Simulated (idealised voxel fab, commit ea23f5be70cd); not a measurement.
Process module under the name voxel capacitor over wiring
It is cross-section cut that appears here, measuring 260 nm in width, its square cells being 5 nm in size.
In what follows, cross-sections appear as grids of square cells, described through bands that run from the top down, where every band is one or more rows of cells.
Heads up on the band format: heights come first, top then bottom, in nm. After that it's the materials left to right, each with its width in nm. A single material flagged "full width" fills the whole band edge to edge, and "empty" means there's empty space there.
Height datum 0, below which the as-received substrate wafer is one material. Lowest band open at the bottom, running downward: "from 0 down".
The two numbers in a width such as "30..40" mark its ends across the band: the first belongs to the top row of cells, the second to the bottom row, and from each row to the next the width moves by the same amount.
"same as before" means the step left every cell of the cross-section as it was.
So "Internal closed voids" is basically the list of trapped voids: any empty space of 8 cells or more that can't reach the top through an opening. They're written width x height at distance, the distance being from the left edge, and it's all nm.
That trailing text on a step's line, after the settings, is the simulator's own remark on the step.
Steps that use a mask can have "overlay nm" on their line. It says how far the mask sat to the right of where it was meant to be. Negative means to the left.
List of planned process steps:
1,RECEIVE, material Si
2,CONFORMAL_DEP, material SiO2, thk nm 15
3,DIRECTIONAL_DEP, material TiN, thk nm 5
4,DIRECTIONAL_DEP, material Ru, thk nm 25
5,PATTERN, tone cover, mask id METAL_1, material resist, width nm 25, pitch nm 95, thk nm 15, overlay nm 0
6,DIRECTIONAL_ETCH, etch materials Ru, depth nm 25
7,DIRECTIONAL_ETCH, etch materials TiN, depth nm 5
8,STRIP, etch materials resist
9,FILL_DEP, material SiO2, thk nm 5
10,CMP, height nm 45
11,CONFORMAL_DEP, material SiCN, thk nm 5
12,DIRECTIONAL_DEP, material SiO2, thk nm 10
13,DIRECTIONAL_DEP, material aC, thk nm 10
14,PATTERN, tone open, mask id PLUG_1, material resist, width nm 15, thk nm 25, overlay nm 0
15,DIRECTIONAL_ETCH, etch materials aC, depth nm 10
16,STRIP, etch materials resist
17,DIRECTIONAL_ETCH, etch materials SiO2, depth nm 10
18,DIRECTIONAL_ETCH, etch materials SiCN, depth nm 5
19,STRIP, etch materials aC
20,EPI, material Ru, thk nm 10
21,EPI, material Ru, thk nm 5
22,DIRECTIONAL_DEP, material TiN, thk nm 5
23,DIRECTIONAL_DEP, material Al2O3, thk nm 5
24,DIRECTIONAL_DEP, material TiN, thk nm 5
25,MASKED_ETCH, tone cover, mask id UPPER_PLATE, width nm 75, etch materials TiN, depth nm 5, overlay nm 0
26,MASKED_ETCH, tone cover, mask id UPPER_PLATE, width nm 75, etch materials Al2O3, depth nm 5, overlay nm 0
27,DIRECTIONAL_DEP, material aC, thk nm 15
28,PATTERN, tone cover, mask id LOWER_PLATE, material resist, width nm 85, thk nm 30, overlay nm 0
29,DIRECTIONAL_ETCH, etch materials aC, depth nm 15
30,STRIP, etch materials resist
31,DIRECTIONAL_ETCH, etch materials TiN, depth nm 5
32,STRIP, etch materials aC
33,FILL_DEP, material SiO2, thk nm 15
34,CMP, height nm 85
35,MASKED_ETCH, tone open, mask id PLUG_2, width nm 15, etch materials SiO2, depth nm 10, overlay nm 0
36,CONFORMAL_DEP, material TiN, thk nm 5
37,FILL_DEP, material W, thk nm 5
38,CMP, height nm 85
39,CONFORMAL_DEP, material SiN, thk nm 5
Account of the first of two wafers, which was processed as intended:
Wafer cross-section on receipt, i.e. after step 1:
- from 0 down: Si full width
- Internal closed voids: none
After step 2, in cross-section:
- from 15 to 0: SiO2 full width
- Everything below 0 is unchanged.
After step 3, in cross-section:
- from 20 to 15: TiN full width
- Everything below 15 is unchanged.
After step 4, in cross-section:
- from 45 to 20: Ru full width
- Everything below 20 is unchanged.
After step 5, in cross-section:
- from 60 to 45: empty 70; resist 25; empty 70; resist 25; empty 70
- Everything below 45 is unchanged.
After step 6, in cross-section:
- from 60 to 45: empty 70; resist 25; empty 70; resist 25; empty 70
- from 45 to 20: empty 70; Ru 25; empty 70; Ru 25; empty 70
- Everything below 20 is unchanged.
After step 7, in cross-section:
- from 60 to 45: empty 70; resist 25; empty 70; resist 25; empty 70
- from 45 to 20: empty 70; Ru 25; empty 70; Ru 25; empty 70
- from 20 to 15: empty 70; TiN 25; empty 70; TiN 25; empty 70
- Everything below 15 is unchanged.
After step 8, in cross-section:
- from 45 to 20: empty 70; Ru 25; empty 70; Ru 25; empty 70
- Everything below 20 is unchanged.
After step 9, in cross-section:
- from 50 to 45: SiO2 full width
- from 45 to 20: SiO2 70; Ru 25; SiO2 70; Ru 25; SiO2 70
- from 20 to 15: SiO2 70; TiN 25; SiO2 70; TiN 25; SiO2 70
- Everything below 15 is unchanged.
After step 10, in cross-section:
- from 45 to 20: SiO2 70; Ru 25; SiO2 70; Ru 25; SiO2 70
- Everything below 20 is unchanged.
After step 11, in cross-section:
- from 50 to 45: SiCN full width
- Everything below 45 is unchanged.
After step 12, in cross-section:
- from 60 to 50: SiO2 full width
- Everything below 50 is unchanged.
After step 13, in cross-section:
- from 70 to 60: aC full width
- Everything below 60 is unchanged.
After step 14, in cross-section:
- from 95 to 70: resist 80; empty 15; resist 165
- Everything below 70 is unchanged.
After step 15, in cross-section:
- from 85 to 70: resist 80; empty 15; resist 165
- from 70 to 60: aC 80; empty 15; aC 165
- Everything below 60 is unchanged.
After step 16, in cross-section:
- from 70 to 60: aC 80; empty 15; aC 165
- Everything below 60 is unchanged.
After step 17, in cross-section:
- from 70 to 60: aC 80; empty 15; aC 165
- from 60 to 50: SiO2 80; empty 15; SiO2 165
- Everything below 50 is unchanged.
After step 18, in cross-section:
- from 70 to 60: aC 80; empty 15; aC 165
- from 60 to 50: SiO2 80; empty 15; SiO2 165
- from 50 to 45: SiCN 80; empty 15; SiCN 165
- Everything below 45 is unchanged.
After step 19, in cross-section:
- from 60 to 50: SiO2 80; empty 15; SiO2 165
- Everything below 50 is unchanged.
After step 20, in cross-section:
- from 60 to 55: SiO2 80; empty 15; SiO2 165
- from 55 to 50: SiO2 80; Ru 15; SiO2 165
- from 50 to 45: SiCN 80; Ru 15; SiCN 165
- Everything below 45 is unchanged.
After step 21, in cross-section:
- from 60 to 50: SiO2 80; Ru 15; SiO2 165
- Everything below 50 is unchanged.
After step 22, in cross-section:
- from 65 to 60: TiN full width
- Everything below 60 is unchanged.
After step 23, in cross-section:
- from 70 to 65: Al2O3 full width
- Everything below 65 is unchanged.
After step 24, in cross-section:
- from 75 to 70: TiN full width
- Everything below 70 is unchanged.
After step 25, in cross-section:
- from 75 to 70: empty 80; TiN 75; empty 105
- Everything below 70 is unchanged.
After step 26, in cross-section:
- from 75 to 70: empty 80; TiN 75; empty 105
- from 70 to 65: empty 80; Al2O3 75; empty 105
- Everything below 65 is unchanged.
After step 27, in cross-section:
- from 90 to 80: empty 80; aC 75; empty 105
- from 80 to 75: aC full width
- from 75 to 70: aC 80; TiN 75; aC 105
- from 70 to 65: aC 80; Al2O3 75; aC 105
- Everything below 65 is unchanged.
After step 28, in cross-section:
- from 120 to 90: empty 75; resist 85; empty 100
- from 90 to 80: empty 75; resist 5; aC 75; resist 5; empty 100
- Everything below 80 is unchanged.
After step 29, in cross-section:
- from 105 to 90: empty 75; resist 85; empty 100
- from 90 to 80: empty 75; resist 5; aC 75; resist 5; empty 100
- from 80 to 75: empty 75; aC 85; empty 100
- from 75 to 70: empty 75; aC 5; TiN 75; aC 5; empty 100
- from 70 to 65: empty 75; aC 5; Al2O3 75; aC 5; empty 100
- Everything below 65 is unchanged.
After step 30, in cross-section:
- from 90 to 80: empty 80; aC 75; empty 105
- Everything below 80 is unchanged.
After step 31, in cross-section:
- from 90 to 80: empty 80; aC 75; empty 105
- from 80 to 75: empty 75; aC 85; empty 100
- from 75 to 70: empty 75; aC 5; TiN 75; aC 5; empty 100
- from 70 to 65: empty 75; aC 5; Al2O3 75; aC 5; empty 100
- from 65 to 60: empty 75; TiN 85; empty 100
- Everything below 60 is unchanged.
After step 32, in cross-section:
- from 75 to 70: empty 80; TiN 75; empty 105
- from 70 to 65: empty 80; Al2O3 75; empty 105
- Everything below 65 is unchanged.
After step 33, in cross-section:
- from 90 to 75: SiO2 full width
- from 75 to 70: SiO2 80; TiN 75; SiO2 105
- from 70 to 65: SiO2 80; Al2O3 75; SiO2 105
- from 65 to 60: SiO2 75; TiN 85; SiO2 100
- Everything below 60 is unchanged.
After step 34, in cross-section:
- from 85 to 75: SiO2 full width
- Everything below 75 is unchanged.
After step 35, in cross-section:
- from 85 to 75: SiO2 90; empty 15; SiO2 155
- Everything below 75 is unchanged.
After step 36, in cross-section:
- from 90 to 85: TiN 95; empty 5; TiN 160
- from 85 to 80: SiO2 90; TiN 5; empty 5; TiN 5; SiO2 155
- from 80 to 70: SiO2 90..80; TiN 15..75; SiO2 155..105
- Everything below 70 is unchanged.
After step 37, in cross-section:
- from 95 to 90: W full width
- from 90 to 85: TiN 95; W 5; TiN 160
- from 85 to 80: SiO2 90; TiN 5; W 5; TiN 5; SiO2 155
- Everything below 80 is unchanged.
After step 38, in cross-section:
- from 85 to 80: SiO2 90; TiN 5; W 5; TiN 5; SiO2 155
- Everything below 80 is unchanged.
After step 39, in cross-section:
- from 90 to 85: SiN full width
- Everything below 85 is unchanged.
Wafer two. Identical start, identical plan. One mistake in execution. Identical history through step 2:
The second wafer in cross-section, at the planned close of step 3:
- from 40 to 15: Ru full width
- Everything below 15 is unchanged.
The second wafer in cross-section, at the planned close of step 4:
- from 45 to 40: TiN full width
- Everything below 40 is unchanged.
The second wafer in cross-section, at the planned close of step 5:
- from 60 to 45: empty 70; resist 25; empty 70; resist 25; empty 70
- Everything below 45 is unchanged.
The second wafer in cross-section, at the planned close of step 6: same as before
The second wafer in cross-section, at the planned close of step 7:
- from 60 to 45: empty 70; resist 25; empty 70; resist 25; empty 70
- from 45 to 40: empty 70; TiN 25; empty 70; TiN 25; empty 70
- Everything below 40 is unchanged.
The second wafer in cross-section, at the planned close of step 8:
- from 45 to 40: empty 70; TiN 25; empty 70; TiN 25; empty 70
- Everything below 40 is unchanged.
The second wafer in cross-section, at the planned close of step 9:
- from 50 to 45: SiO2 full width
- from 45 to 40: SiO2 70; TiN 25; SiO2 70; TiN 25; SiO2 70
- Everything below 40 is unchanged.
The second wafer in cross-section, at the planned close of step 10:
- from 45 to 40: SiO2 70; TiN 25; SiO2 70; TiN 25; SiO2 70
- Everything below 40 is unchanged.
The second wafer in cross-section, at the planned close of step 11:
- from 50 to 45: SiCN full width
- Everything below 45 is unchanged.
The second wafer in cross-section, at the planned close of step 12:
- from 60 to 50: SiO2 full width
- Everything below 50 is unchanged.
The second wafer in cross-section, at the planned close of step 13:
- from 70 to 60: aC full width
- Everything below 60 is unchanged.
The second wafer in cross-section, at the planned close of step 14:
- from 95 to 70: resist 80; empty 15; resist 165
- Everything below 70 is unchanged.
The second wafer in cross-section, at the planned close of step 15:
- from 85 to 70: resist 80; empty 15; resist 165
- from 70 to 60: aC 80; empty 15; aC 165
- Everything below 60 is unchanged.
The second wafer in cross-section, at the planned close of step 16:
- from 70 to 60: aC 80; empty 15; aC 165
- Everything below 60 is unchanged.
The second wafer in cross-section, at the planned close of step 17:
- from 70 to 60: aC 80; empty 15; aC 165
- from 60 to 50: SiO2 80; empty 15; SiO2 165
- Everything below 50 is unchanged.
The second wafer in cross-section, at the planned close of step 18:
- from 70 to 60: aC 80; empty 15; aC 165
- from 60 to 50: SiO2 80; empty 15; SiO2 165
- from 50 to 45: SiCN 80; empty 15; SiCN 165
- Everything below 45 is unchanged.
The second wafer in cross-section, at the planned close of step 19:
- from 60 to 50: SiO2 80; empty 15; SiO2 165
- Everything below 50 is unchanged.
The second wafer in cross-section, at the planned close of step 20:
- from 60 to 55: SiO2 80; empty 15; SiO2 165
- from 55 to 50: SiO2 80; Ru 15; SiO2 165
- from 50 to 45: SiCN 80; Ru 15; SiCN 165
- Everything below 45 is unchanged.
The second wafer in cross-section, at the planned close of step 21:
- from 60 to 50: SiO2 80; Ru 15; SiO2 165
- Everything below 50 is unchanged.
The second wafer in cross-section, at the planned close of step 22:
- from 65 to 60: TiN full width
- Everything below 60 is unchanged.
The second wafer in cross-section, at the planned close of step 23:
- from 70 to 65: Al2O3 full width
- Everything below 65 is unchanged.
The second wafer in cross-section, at the planned close of step 24:
- from 75 to 70: TiN full width
- Everything below 70 is unchanged.
The second wafer in cross-section, at the planned close of step 25:
- from 75 to 70: empty 80; TiN 75; empty 105
- Everything below 70 is unchanged.
The second wafer in cross-section, at the planned close of step 26:
- from 75 to 70: empty 80; TiN 75; empty 105
- from 70 to 65: empty 80; Al2O3 75; empty 105
- Everything below 65 is unchanged.
The second wafer in cross-section, at the planned close of step 27:
- from 90 to 80: empty 80; aC 75; empty 105
- from 80 to 75: aC full width
- from 75 to 70: aC 80; TiN 75; aC 105
- from 70 to 65: aC 80; Al2O3 75; aC 105
- Everything below 65 is unchanged.
The second wafer in cross-section, at the planned close of step 28:
- from 120 to 90: empty 75; resist 85; empty 100
- from 90 to 80: empty 75; resist 5; aC 75; resist 5; empty 100
- Everything below 80 is unchanged.
The second wafer in cross-section, at the planned close of step 29:
- from 105 to 90: empty 75; resist 85; empty 100
- from 90 to 80: empty 75; resist 5; aC 75; resist 5; empty 100
- from 80 to 75: empty 75; aC 85; empty 100
- from 75 to 70: empty 75; aC 5; TiN 75; aC 5; empty 100
- from 70 to 65: empty 75; aC 5; Al2O3 75; aC 5; empty 100
- Everything below 65 is unchanged.
The second wafer in cross-section, at the planned close of step 30:
- from 90 to 80: empty 80; aC 75; empty 105
- Everything below 80 is unchanged.
The second wafer in cross-section, at the planned close of step 31:
- from 90 to 80: empty 80; aC 75; empty 105
- from 80 to 75: empty 75; aC 85; empty 100
- from 75 to 70: empty 75; aC 5; TiN 75; aC 5; empty 100
- from 70 to 65: empty 75; aC 5; Al2O3 75; aC 5; empty 100
- from 65 to 60: empty 75; TiN 85; empty 100
- Everything below 60 is unchanged.
The second wafer in cross-section, at the planned close of step 32:
- from 75 to 70: empty 80; TiN 75; empty 105
- from 70 to 65: empty 80; Al2O3 75; empty 105
- Everything below 65 is unchanged.
The second wafer in cross-section, at the planned close of step 33:
- from 90 to 75: SiO2 full width
- from 75 to 70: SiO2 80; TiN 75; SiO2 105
- from 70 to 65: SiO2 80; Al2O3 75; SiO2 105
- from 65 to 60: SiO2 75; TiN 85; SiO2 100
- Everything below 60 is unchanged.
The second wafer in cross-section, at the planned close of step 34:
- from 85 to 75: SiO2 full width
- Everything below 75 is unchanged.
The second wafer in cross-section, at the planned close of step 35:
- from 85 to 75: SiO2 90; empty 15; SiO2 155
- Everything below 75 is unchanged.
The second wafer in cross-section, at the planned close of step 36:
- from 90 to 85: TiN 95; empty 5; TiN 160
- from 85 to 80: SiO2 90; TiN 5; empty 5; TiN 5; SiO2 155
- from 80 to 70: SiO2 90..80; TiN 15..75; SiO2 155..105
- Everything below 70 is unchanged.
The second wafer in cross-section, at the planned close of step 37:
- from 95 to 90: W full width
- from 90 to 85: TiN 95; W 5; TiN 160
- from 85 to 80: SiO2 90; TiN 5; W 5; TiN 5; SiO2 155
- Everything below 80 is unchanged.
The second wafer in cross-section, at the planned close of step 38:
- from 85 to 80: SiO2 90; TiN 5; W 5; TiN 5; SiO2 155
- Everything below 80 is unchanged.
The second wafer in cross-section, at the planned close of step 39:
- from 90 to 85: SiN full width
- Everything below 85 is unchanged.
Want to know what went wrong? order of steps 3 and 4 inverted relative to the plan
The second wafer ends with more or fewer cells of some materials than the first, per final count: Ru: 210 more; SiO2: 210 fewer
